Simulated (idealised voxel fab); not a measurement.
process module | voxel capacitor over wiring
cross-section cut | 280 nm wide | cells 5 nm
A cross-section is a grid of square cells, given in bands from the top down. A band is one or more rows of cells.
Each band's line starts with the height of the band's top and of its bottom, in nm. Then come its materials from left to right, each with its width in nm. One material with "throughout" fills the band from edge to edge. "air" is empty space.
Height 0 is the level under which the wafer as received is all one material. The lowest band goes on downwards, as in "0 down".
A width such as "30 to 40" changes by the same amount from each row of cells to the next, from the band's top row to its bottom row.
"no change" after a step means that no cell of the cross-section changed.
closed voids: empty space of 8 cells or more with no open way to the top, each as width x height at its distance from the left edge, in nm
after a step's settings: what the simulator itself notes on the step
overlay nm, on a step with a mask: how far to the right of its planned place the mask lay; to the left if negative
plan
1 op RECEIVE | material Si
2 op CONFORMAL_DEP | material SiO2 | thk nm 10
3 op DIRECTIONAL_DEP | material TiN | thk nm 5
4 op DIRECTIONAL_DEP | material W | thk nm 20
5 op MASKED_ETCH | tone cover | mask id METAL_1 | width nm 25 | pitch nm 85 | etch materials W | depth nm 20 | overlay nm 0
6 op MASKED_ETCH | tone cover | mask id METAL_1 | width nm 25 | pitch nm 85 | etch materials TiN | depth nm 5 | overlay nm 0
7 op CONFORMAL_DEP | material SiN | thk nm 5
8 op FILL_DEP | material lowk | thk nm 5
9 op CMP | height nm 35
10 op CONFORMAL_DEP | material SiCN | thk nm 5
11 op DIRECTIONAL_DEP | material SiO2 | thk nm 15
12 op PATTERN | tone open | mask id PLUG_1 | material resist | width nm 15 | thk nm 15 | overlay nm 0
13 op DIRECTIONAL_ETCH | etch materials SiO2 | depth nm 15
14 op DIRECTIONAL_ETCH | etch materials SiCN | depth nm 5
15 op STRIP | etch materials resist
16 op EPI | material Ru | thk nm 10
17 op EPI | material Ru | thk nm 10
18 op DIRECTIONAL_DEP | material TiN | thk nm 10
19 op DIRECTIONAL_DEP | material HfO2 | thk nm 5
20 op DIRECTIONAL_DEP | material TiN | thk nm 5
21 op DIRECTIONAL_DEP | material aC | thk nm 15
22 op PATTERN | tone cover | mask id UPPER_PLATE | material resist | width nm 65 | thk nm 30 | overlay nm 0
23 op DIRECTIONAL_ETCH | etch materials aC | depth nm 15
24 op STRIP | etch materials resist
25 op DIRECTIONAL_ETCH | etch materials TiN | depth nm 5
26 op DIRECTIONAL_ETCH | etch materials HfO2 | depth nm 5
27 op STRIP | etch materials aC
28 op DIRECTIONAL_DEP | material aC | thk nm 15
29 op PATTERN | tone cover | mask id LOWER_PLATE | material resist | width nm 75 | thk nm 35 | overlay nm 0
30 op DIRECTIONAL_ETCH | etch materials aC | depth nm 15
31 op STRIP | etch materials resist
32 op DIRECTIONAL_ETCH | etch materials TiN | depth nm 10
33 op STRIP | etch materials aC
34 op FILL_DEP | material SiO2 | thk nm 15
35 op CMP | height nm 85
36 op DIRECTIONAL_DEP | material aC | thk nm 15
37 op PATTERN | tone open | mask id PLUG_2 | material resist | width nm 15 | thk nm 35 | overlay nm 0
38 op DIRECTIONAL_ETCH | etch materials aC | depth nm 15
39 op STRIP | etch materials resist
40 op DIRECTIONAL_ETCH | etch materials SiO2 | depth nm 10
41 op STRIP | etch materials aC
42 op CONFORMAL_DEP | material TiN | thk nm 5
43 op FILL_DEP | material Cu | thk nm 5
44 op CMP | height nm 85
45 op CONFORMAL_DEP | material SiCN | thk nm 5
first wafer, as planned
as received, after step 1
  0 down: Si throughout
  closed voids: none
after step 2
  10 to 0: SiO2 throughout
  below 0: unchanged
after step 3
  15 to 10: TiN throughout
  below 10: unchanged
after step 4
  35 to 15: W throughout
  below 15: unchanged
after step 5
  35 to 15: air 85 | W 25 | air 60 | W 25 | air 85
  below 15: unchanged
after step 6
  35 to 15: air 85 | W 25 | air 60 | W 25 | air 85
  15 to 10: air 85 | TiN 25 | air 60 | TiN 25 | air 85
  below 10: unchanged
after step 7
  40 to 35: air 80 | SiN 35 | air 50 | SiN 35 | air 80
  35 to 15: air 80 | SiN 5 | W 25 | SiN 5 | air 50 | SiN 5 | W 25 | SiN 5 | air 80
  15 to 10: SiN 85 | TiN 25 | SiN 60 | TiN 25 | SiN 85
  below 10: unchanged
after step 8
  45 to 40: lowk throughout
  40 to 35: lowk 80 | SiN 35 | lowk 50 | SiN 35 | lowk 80
  35 to 15: lowk 80 | SiN 5 | W 25 | SiN 5 | lowk 50 | SiN 5 | W 25 | SiN 5 | lowk 80
  below 15: unchanged
after step 9
  35 to 15: lowk 80 | SiN 5 | W 25 | SiN 5 | lowk 50 | SiN 5 | W 25 | SiN 5 | lowk 80
  below 15: unchanged
after step 10
  40 to 35: SiCN throughout
  below 35: unchanged
after step 11
  55 to 40: SiO2 throughout
  below 40: unchanged
after step 12
  70 to 55: resist 95 | air 15 | resist 170
  below 55: unchanged
after step 13
  70 to 55: resist 95 | air 15 | resist 170
  55 to 40: SiO2 95 | air 15 | SiO2 170
  below 40: unchanged
after step 14
  70 to 55: resist 95 | air 15 | resist 170
  55 to 40: SiO2 95 | air 15 | SiO2 170
  40 to 35: SiCN 95 | air 15 | SiCN 170
  below 35: unchanged
after step 15
  55 to 40: SiO2 95 | air 15 | SiO2 170
  below 40: unchanged
after step 16
  55 to 45: SiO2 95 | air 15 | SiO2 170
  45 to 40: SiO2 95 | Ru 15 | SiO2 170
  40 to 35: SiCN 95 | Ru 15 | SiCN 170
  below 35: unchanged
after step 17
  55 to 40: SiO2 95 | Ru 15 | SiO2 170
  below 40: unchanged
after step 18
  65 to 55: TiN throughout
  below 55: unchanged
after step 19
  70 to 65: HfO2 throughout
  below 65: unchanged
after step 20
  75 to 70: TiN throughout
  below 70: unchanged
after step 21
  90 to 75: aC throughout
  below 75: unchanged
after step 22
  120 to 90: air 95 | resist 65 | air 120
  below 90: unchanged
after step 23
  105 to 90: air 95 | resist 65 | air 120
  90 to 75: air 95 | aC 65 | air 120
  below 75: unchanged
after step 24
  90 to 75: air 95 | aC 65 | air 120
  below 75: unchanged
after step 25
  90 to 75: air 95 | aC 65 | air 120
  75 to 70: air 95 | TiN 65 | air 120
  below 70: unchanged
after step 26
  90 to 75: air 95 | aC 65 | air 120
  75 to 70: air 95 | TiN 65 | air 120
  70 to 65: air 95 | HfO2 65 | air 120
  below 65: unchanged
after step 27
  75 to 70: air 95 | TiN 65 | air 120
  below 70: unchanged
after step 28
  90 to 80: air 95 | aC 65 | air 120
  80 to 75: aC throughout
  75 to 70: aC 95 | TiN 65 | aC 120
  70 to 65: aC 95 | HfO2 65 | aC 120
  below 65: unchanged
after step 29
  125 to 90: air 90 | resist 75 | air 115
  90 to 80: air 90 | resist 5 | aC 65 | resist 5 | air 115
  below 80: unchanged
after step 30
  110 to 90: air 90 | resist 75 | air 115
  90 to 80: air 90 | resist 5 | aC 65 | resist 5 | air 115
  80 to 75: air 90 | aC 75 | air 115
  75 to 70: air 90 | aC 5 | TiN 65 | aC 5 | air 115
  70 to 65: air 90 | aC 5 | HfO2 65 | aC 5 | air 115
  below 65: unchanged
after step 31
  90 to 80: air 95 | aC 65 | air 120
  below 80: unchanged
after step 32
  90 to 80: air 95 | aC 65 | air 120
  80 to 75: air 90 | aC 75 | air 115
  75 to 70: air 90 | aC 5 | TiN 65 | aC 5 | air 115
  70 to 65: air 90 | aC 5 | HfO2 65 | aC 5 | air 115
  65 to 55: air 90 | TiN 75 | air 115
  below 55: unchanged
after step 33
  75 to 70: air 95 | TiN 65 | air 120
  70 to 65: air 95 | HfO2 65 | air 120
  below 65: unchanged
after step 34
  90 to 75: SiO2 throughout
  75 to 70: SiO2 95 | TiN 65 | SiO2 120
  70 to 65: SiO2 95 | HfO2 65 | SiO2 120
  65 to 55: SiO2 90 | TiN 75 | SiO2 115
  below 55: unchanged
after step 35
  85 to 75: SiO2 throughout
  below 75: unchanged
after step 36
  100 to 85: aC throughout
  below 85: unchanged
after step 37
  135 to 100: resist 105 | air 15 | resist 160
  below 100: unchanged
after step 38
  120 to 100: resist 105 | air 15 | resist 160
  100 to 85: aC 105 | air 15 | aC 160
  below 85: unchanged
after step 39
  100 to 85: aC 105 | air 15 | aC 160
  below 85: unchanged
after step 40
  100 to 85: aC 105 | air 15 | aC 160
  85 to 75: SiO2 105 | air 15 | SiO2 160
  below 75: unchanged
after step 41
  85 to 75: SiO2 105 | air 15 | SiO2 160
  below 75: unchanged
after step 42
  90 to 85: TiN 110 | air 5 | TiN 165
  85 to 80: SiO2 105 | TiN 5 | air 5 | TiN 5 | SiO2 160
  80 to 70: SiO2 105 to 95 | TiN 15 to 65 | SiO2 160 to 120
  below 70: unchanged
after step 43
  95 to 90: Cu throughout
  90 to 85: TiN 110 | Cu 5 | TiN 165
  85 to 80: SiO2 105 | TiN 5 | Cu 5 | TiN 5 | SiO2 160
  below 80: unchanged
after step 44
  85 to 80: SiO2 105 | TiN 5 | Cu 5 | TiN 5 | SiO2 160
  below 80: unchanged
after step 45
  90 to 85: SiCN throughout
  below 85: unchanged
second wafer: like start, like plan, one mistake. Through step 15 it matches the first wafer
when step 17 should have ended
  65 to 55: air 85 | Ru 35 | air 160
  55 to 40: SiO2 95 | Ru 15 | SiO2 170
  40 to 35: SiCN 95 | Ru 15 | SiCN 170
  below 35: unchanged
when step 18 should have ended
  75 to 65: air 85 | TiN 35 | air 160
  65 to 55: TiN 85 | Ru 35 | TiN 160
  below 55: unchanged
when step 19 should have ended
  80 to 75: air 85 | HfO2 35 | air 160
  75 to 70: air 85 | TiN 35 | air 160
  70 to 65: HfO2 85 | TiN 35 | HfO2 160
  below 65: unchanged
when step 20 should have ended
  85 to 80: air 85 | TiN 35 | air 160
  80 to 75: air 85 | HfO2 35 | air 160
  75 to 70: TiN throughout
  below 70: unchanged
when step 21 should have ended
  100 to 90: air 85 | aC 35 | air 160
  90 to 85: aC throughout
  85 to 80: aC 85 | TiN 35 | aC 160
  80 to 75: aC 85 | HfO2 35 | aC 160
  below 75: unchanged
when step 22 should have ended
  130 to 100: air 95 | resist 65 | air 120
  100 to 90: air 85 | aC 35 | resist 40 | air 120
  below 90: unchanged
when step 23 should have ended
  115 to 100: air 95 | resist 65 | air 120
  100 to 90: air 95 | aC 25 | resist 40 | air 120
  90 to 85: air 95 | aC 65 | air 120
  85 to 80: air 85 | TiN 35 | aC 40 | air 120
  80 to 75: air 85 | HfO2 35 | aC 40 | air 120
  below 75: unchanged
when step 24 should have ended
  100 to 90: air 95 | aC 25 | air 160
  below 90: unchanged
when step 25 should have ended
  100 to 90: air 95 | aC 25 | air 160
  90 to 85: air 95 | aC 65 | air 120
  85 to 80: air 95 | TiN 25 | aC 40 | air 120
  80 to 75: air 85 | HfO2 35 | aC 40 | air 120
  75 to 70: air 85 | TiN 75 | air 120
  below 70: unchanged
when step 26 should have ended
  100 to 90: air 95 | aC 25 | air 160
  90 to 85: air 95 | aC 65 | air 120
  85 to 80: air 95 | TiN 25 | aC 40 | air 120
  80 to 75: air 95 | HfO2 25 | aC 40 | air 120
  75 to 70: air 85 | TiN 75 | air 120
  70 to 65: air 85 | TiN 35 | HfO2 40 | air 120
  below 65: unchanged
when step 27 should have ended
  85 to 80: air 95 | TiN 25 | air 160
  80 to 75: air 95 | HfO2 25 | air 160
  below 75: unchanged
when step 28 should have ended
  100 to 90: air 95 | aC 25 | air 160
  90 to 85: air 85 | aC 75 | air 120
  85 to 80: air 85 | aC 10 | TiN 25 | aC 40 | air 120
  80 to 75: aC 95 | HfO2 25 | aC 160
  75 to 70: aC 85 | TiN 75 | aC 120
  70 to 65: aC 85 | TiN 35 | HfO2 40 | aC 120
  below 65: unchanged
when step 29 should have ended
  135 to 100: air 90 | resist 75 | air 115
  100 to 90: air 90 | resist 5 | aC 25 | resist 45 | air 115
  90 to 85: air 85 | aC 75 | resist 5 | air 115
  85 to 80: air 85 | aC 10 | TiN 25 | aC 40 | resist 5 | air 115
  below 80: unchanged
when step 30 should have ended
  120 to 100: air 90 | resist 75 | air 115
  100 to 90: air 90 | resist 5 | aC 25 | resist 45 | air 115
  90 to 85: air 90 | aC 70 | resist 5 | air 115
  85 to 80: air 90 | aC 5 | TiN 25 | aC 40 | resist 5 | air 115
  80 to 75: air 90 | aC 5 | HfO2 25 | aC 45 | air 115
  75 to 70: air 85 | TiN 75 | aC 5 | air 115
  70 to 65: air 85 | TiN 35 | HfO2 40 | aC 5 | air 115
  below 65: unchanged
when step 31 should have ended
  100 to 90: air 95 | aC 25 | air 160
  90 to 85: air 90 | aC 70 | air 120
  85 to 80: air 90 | aC 5 | TiN 25 | aC 40 | air 120
  below 80: unchanged
when step 32 should have ended
  100 to 90: air 95 | aC 25 | air 160
  90 to 85: air 90 | aC 70 | air 120
  85 to 80: air 90 | aC 5 | TiN 25 | aC 40 | air 120
  80 to 75: air 90 | aC 5 | HfO2 25 | aC 45 | air 115
  75 to 70: air 90 | TiN 70 | aC 5 | air 115
  70 to 65: air 90 | TiN 30 | HfO2 40 | aC 5 | air 115
  65 to 55: air 85 | Ru 35 | TiN 45 | air 115
  below 55: unchanged
when step 33 should have ended
  85 to 80: air 95 | TiN 25 | air 160
  80 to 75: air 95 | HfO2 25 | air 160
  75 to 70: air 90 | TiN 70 | air 120
  70 to 65: air 90 | TiN 30 | HfO2 40 | air 120
  below 65: unchanged
when step 34 should have ended
  100 to 85: SiO2 throughout
  85 to 80: SiO2 95 | TiN 25 | SiO2 160
  80 to 75: SiO2 95 | HfO2 25 | SiO2 160
  75 to 70: SiO2 90 | TiN 70 | SiO2 120
  70 to 65: SiO2 90 | TiN 30 | HfO2 40 | SiO2 120
  65 to 55: SiO2 85 | Ru 35 | TiN 45 | SiO2 115
  below 55: unchanged
when step 35 should have ended
  85 to 80: SiO2 95 | TiN 25 | SiO2 160
  below 80: unchanged
when step 36 should have ended
  100 to 85: aC throughout
  below 85: unchanged
when step 37 should have ended
  135 to 100: resist 105 | air 15 | resist 160
  below 100: unchanged
when step 38 should have ended
  120 to 100: resist 105 | air 15 | resist 160
  100 to 85: aC 105 | air 15 | aC 160
  below 85: unchanged
when step 39 should have ended
  100 to 85: aC 105 | air 15 | aC 160
  below 85: unchanged
when step 40 should have ended: no change
when step 41 should have ended
  85 to 80: SiO2 95 | TiN 25 | SiO2 160
  below 80: unchanged
when step 42 should have ended
  90 to 85: TiN throughout
  below 85: unchanged
when step 43 should have ended
  95 to 90: Cu throughout
  below 90: unchanged
when step 44 should have ended
  85 to 80: SiO2 95 | TiN 25 | SiO2 160
  below 80: unchanged
when step 45 should have ended
  90 to 85: SiCN throughout
  below 85: unchanged
what went wrong: one of the steps 16 and 17, which are alike, was run twice
at the end the second wafer has, in cells: 1 fewer of Cu | 14 more of Ru | 8 fewer of SiO2 | 5 fewer of TiN
